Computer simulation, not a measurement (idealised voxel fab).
process module | voxel fin reveal
cross-section cut | 155 nm wide | cells 5 nm
A cross-section is a grid of square cells, given in bands from the top down. A band is one or more rows of cells.
Each band's line starts with the height of the band's top and of its bottom, in nm. Then come its materials from left to right, each with its width in nm. One material with "throughout" fills the band from edge to edge. "air" is empty space.
Height 0 is the level under which the wafer as received is all one material. The lowest band goes on downwards, as in "0 down".
A width such as "30 to 40" changes by the same amount from each row of cells to the next, from the band's top row to its bottom row.
"no change" after a step means that no cell of the cross-section changed.
closed voids: empty space of 8 cells or more with no open way to the top, each as width x height at its distance from the left edge, in nm
after a step's settings: what the simulator itself notes on the step
overlay nm, on a step with a mask: how far to the right of its planned place the mask lay; to the left if negative
plan
1 op RECEIVE | material Si
2 op CONFORMAL_DEP | material SiN | thk nm 5
3 op DIRECTIONAL_DEP | material aC | thk nm 10
4 op PATTERN | tone cover | mask id FINS | material resist | width nm 15 | pitch nm 35 | thk nm 30 | overlay nm 0
5 op DIRECTIONAL_ETCH | etch materials aC | depth nm 10
6 op STRIP | etch materials resist
7 op DIRECTIONAL_ETCH | etch materials SiN | depth nm 5
8 op DIRECTIONAL_ETCH | etch materials Si | depth nm 30
9 op STRIP | etch materials aC
10 op FILL_DEP | material SiO2 | thk nm 10
11 op CMP | height nm 5
12 op SELECTIVE_ETCH | etch materials SiO2 | depth nm 15
13 op STRIP | etch materials SiN
as received, after step 1
  0 down: Si throughout
  closed voids: none
first wafer at the end, as planned
  0 to -10: air 15 | Si 15 | air 20 | Si 15 | air 20 | Si 15 | air 20 | Si 15 | air 20
  -10 to -30: SiO2 15 | Si 15 | SiO2 20 | Si 15 | SiO2 20 | Si 15 | SiO2 20 | Si 15 | SiO2 20
  -30 down: Si throughout
  closed voids: none
second wafer at the end: like start, like plan, one mistake
  0 to -10: air 15 | Si 15 | air 20 | Si 15 | air 20 | Si 15 | air 20 | Si 15 | air 20
  -10 to -60: SiO2 15 | Si 15 | SiO2 20 | Si 15 | SiO2 20 | Si 15 | SiO2 20 | Si 15 | SiO2 20
  -60 down: Si throughout
  closed voids: none
what went wrong: step 8 was run twice
at the end the second wafer has, in cells: 114 fewer of Si | 114 more of SiO2
